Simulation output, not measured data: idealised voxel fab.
process module | voxel released beams
cross-section cut | 250 nm wide | cells 5 nm
A cross-section is a grid of square cells, given in bands from the top down. A band is one or more rows of cells.
Each band's line starts with the height of the band's top and of its bottom, in nm. Then come its materials from left to right, each with its width in nm. One material with "throughout" fills the band from edge to edge. "air" is empty space.
Height 0 is the level under which the wafer as received is all one material. The lowest band goes on downwards, as in "0 down".
A width such as "30 to 40" changes by the same amount from each row of cells to the next, from the band's top row to its bottom row.
"no change" after a step means that no cell of the cross-section changed.
closed voids: empty space of 8 cells or more with no open way to the top, each as width x height at its distance from the left edge, in nm
after a step's settings: what the simulator itself notes on the step
overlay nm, on a step with a mask: how far to the right of its planned place the mask lay; to the left if negative
plan
1 op RECEIVE | material Si
2 op CONFORMAL_DEP | material Al2O3 | thk nm 10
3 op DIRECTIONAL_DEP | material SiO2 | thk nm 20
4 op DIRECTIONAL_DEP | material aC | thk nm 15
5 op PATTERN | tone open | mask id ANCHOR | material resist | width nm 25 | thk nm 30 | overlay nm 0
6 op DIRECTIONAL_ETCH | etch materials aC | depth nm 15
7 op STRIP | etch materials resist
8 op DIRECTIONAL_ETCH | etch materials SiO2 | depth nm 20
9 op STRIP | etch materials aC
10 op CONFORMAL_DEP | material SiN | thk nm 10
11 op PATTERN | tone cover | mask id BEAM | material resist | width nm 70 | thk nm 15 | overlay nm 0
12 op DIRECTIONAL_ETCH | etch materials SiN | depth nm 10
13 op STRIP | etch materials resist
14 op STRIP | etch materials SiO2
as received, after step 1
  0 down: Si throughout
  closed voids: none
first wafer at the end, as planned
  40 to 30: air 85 | SiN 15 | air 5 | SiN 50 | air 95
  30 to 20: air 90 | SiN 10 | air 5 | SiN 10 | air 135
  20 to 10: air 90 | SiN 25 | air 135
  10 to 0: Al2O3 throughout
  0 down: Si throughout
  closed voids: none
second wafer at the end: like start, like plan, one mistake
  40 to 30: air 85 | SiN 70 | air 95
  30 to 20: Al2O3 throughout
  20 to 0: SiO2 throughout
  0 down: Si throughout
  closed voids: none
what went wrong: steps 2 and 3 were swapped
at the end the second wafer has, in cells: 16 fewer of SiN | 200 more of SiO2
